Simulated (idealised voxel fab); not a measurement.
Process module in this document: voxel spacer lines
Cross-section cut: width 240 nm, square cells of 5 nm.
Bands, listed from the top down, are how a cross-section gets written in this document; the cross-section itself is a grid of square cells, and a band is one or more rows of them. Band entry format. Leading values: height of top, height of bottom, nm. Remainder: materials in left-to-right order, each with its width in nm. Special words: "everywhere" on a single material, which then fills the band edge to edge; "air", empty space. Ref level 0: as-received wafer is one material below here. Bottom band extends down with no lower bound ("0..down"). Think of "30 to 40" as a width that walks from the first number to the second as you go down the band, top row to bottom row, taking equal-sized steps from row to row. Step marked "no modification"? Then no cell in the cross-section changed in it. In "Enclosed voids" the enclosed voids are listed, meaning empty spaces of 8 cells or larger without any opening to the top. The form is width x height at distance, distance from the left edge, units nm. Formally, on a step line, whatever follows the settings is a remark that the simulator itself makes on the step. A step's line can hold "overlay nm"; with a mask on that step, the setting says how far right of the planned place the mask lay, while a negative setting says it lay to the left.
## Planned step list for the process
1. RECEIVE with material Si
2. CONFORMAL_DEP with material SiO2, thk nm 5
3. DIRECTIONAL_DEP with material TiN, thk nm 20
4. DIRECTIONAL_DEP with material aC, thk nm 20
5. PATTERN with tone cover, mask id MANDREL, material resist, width nm 20, pitch nm 70, thk nm 30, overlay nm 0
6. DIRECTIONAL_ETCH with etch materials aC, depth nm 20
7. STRIP with etch materials resist
8. CONFORMAL_DEP with material SiN, thk nm 15
9. DIRECTIONAL_ETCH with etch materials SiN, depth nm 15
10. STRIP with etch materials aC
11. DIRECTIONAL_ETCH with etch materials TiN, depth nm 20
12. STRIP with etch materials SiN
13. FILL_DEP with material SiO2, thk nm 5
14. CMP with height nm 25
## On the first of the two wafers: run conducted according to plan
## As-received state of the wafer in cross-section, equivalent to post-step 1
> 0..down  Si everywhere
> Enclosed voids: none
## After step 2, in cross-section
> 5..0  SiO2 everywhere
> Anything lower than 0 is untouched.
## After step 3, in cross-section
> 25..5  TiN everywhere
> Anything lower than 5 is untouched.
## After step 4, in cross-section
> 45..25  aC everywhere
> Anything lower than 25 is untouched.
## After step 5, in cross-section
> 75..45  air 75  resist 20  air 50  resist 20  air 75
> Anything lower than 45 is untouched.
## After step 6, in cross-section
> 55..45  air 75  resist 20  air 50  resist 20  air 75
> 45..25  air 75  aC 20  air 50  aC 20  air 75
> Anything lower than 25 is untouched.
## After step 7, in cross-section
> 45..25  air 75  aC 20  air 50  aC 20  air 75
> Anything lower than 25 is untouched.
## After step 8, in cross-section
> 60..45  air 60  SiN 50  air 20  SiN 50  air 60
> 45..40  air 60  SiN 15  aC 20  SiN 15  air 20  SiN 15  aC 20  SiN 15  air 60
> 40..25  SiN 75  aC 20  SiN 50  aC 20  SiN 75
> Anything lower than 25 is untouched.
## After step 9, in cross-section
> 45..25  air 60  SiN 15  aC 20  SiN 15  air 20  SiN 15  aC 20  SiN 15  air 60
> Anything lower than 25 is untouched.
## After step 10, in cross-section
> 45..25  air 60  SiN 15  air 20  SiN 15  air 20  SiN 15  air 20  SiN 15  air 60
> Anything lower than 25 is untouched.
## After step 11, in cross-section
> 45..25  air 60  SiN 15  air 20  SiN 15  air 20  SiN 15  air 20  SiN 15  air 60
> 25..5  air 60  TiN 15  air 20  TiN 15  air 20  TiN 15  air 20  TiN 15  air 60
> Anything lower than 5 is untouched.
## After step 12, in cross-section
> 25..5  air 60  TiN 15  air 20  TiN 15  air 20  TiN 15  air 20  TiN 15  air 60
> Anything lower than 5 is untouched.
## After step 13, in cross-section
> 30..25  SiO2 everywhere
> 25..5  SiO2 60  TiN 15  SiO2 20  TiN 15  SiO2 20  TiN 15  SiO2 20  TiN 15  SiO2 60
> Anything lower than 5 is untouched.
## After step 14, in cross-section
> 25..5  SiO2 60  TiN 15  SiO2 20  TiN 15  SiO2 20  TiN 15  SiO2 20  TiN 15  SiO2 60
> Anything lower than 5 is untouched.
## The second wafer: identical to the first at the outset and in its planned sequence, differing only in that one mistake was made during processing; up to and including step 4, its path is the first wafer's path
## Cross-section: second wafer, time at which step 5 was scheduled to end
> 75..45  air 75  resist 25  air 45  resist 25  air 70
> Anything lower than 45 is untouched.
## Cross-section: second wafer, time at which step 6 was scheduled to end
> 55..45  air 75  resist 25  air 45  resist 25  air 70
> 45..25  air 75  aC 25  air 45  aC 25  air 70
> Anything lower than 25 is untouched.
## Cross-section: second wafer, time at which step 7 was scheduled to end
> 45..25  air 75  aC 25  air 45  aC 25  air 70
> Anything lower than 25 is untouched.
## Cross-section: second wafer, time at which step 8 was scheduled to end
> 60..45  air 60  SiN 55  air 15  SiN 55  air 55
> 45..40  air 60  SiN 15  aC 25  SiN 15  air 15  SiN 15  aC 25  SiN 15  air 55
> 40..25  SiN 75  aC 25  SiN 45  aC 25  SiN 70
> Anything lower than 25 is untouched.
## Cross-section: second wafer, time at which step 9 was scheduled to end
> 45..25  air 60  SiN 15  aC 25  SiN 15  air 15  SiN 15  aC 25  SiN 15  air 55
> Anything lower than 25 is untouched.
## Cross-section: second wafer, time at which step 10 was scheduled to end
> 45..25  air 60  SiN 15  air 25  SiN 15  air 15  SiN 15  air 25  SiN 15  air 55
> Anything lower than 25 is untouched.
## Cross-section: second wafer, time at which step 11 was scheduled to end
> 45..25  air 60  SiN 15  air 25  SiN 15  air 15  SiN 15  air 25  SiN 15  air 55
> 25..5  air 60  TiN 15  air 25  TiN 15  air 15  TiN 15  air 25  TiN 15  air 55
> Anything lower than 5 is untouched.
## Cross-section: second wafer, time at which step 12 was scheduled to end
> 25..5  air 60  TiN 15  air 25  TiN 15  air 15  TiN 15  air 25  TiN 15  air 55
> Anything lower than 5 is untouched.
## Cross-section: second wafer, time at which step 13 was scheduled to end
> 30..25  SiO2 everywhere
> 25..5  SiO2 60  TiN 15  SiO2 25  TiN 15  SiO2 15  TiN 15  SiO2 25  TiN 15  SiO2 55
> Anything lower than 5 is untouched.
## Cross-section: second wafer, time at which step 14 was scheduled to end
> 25..5  SiO2 60  TiN 15  SiO2 25  TiN 15  SiO2 15  TiN 15  SiO2 25  TiN 15  SiO2 55
> Anything lower than 5 is untouched.
Here's what went sideways: contrary to plan, step 5 was performed as PATTERN with tone cover, mask id MANDREL, material resist, width nm 25, pitch nm 70, thk nm 30, overlay nm 0
Final state: per-material cell counts identical on both wafers; locations differ.
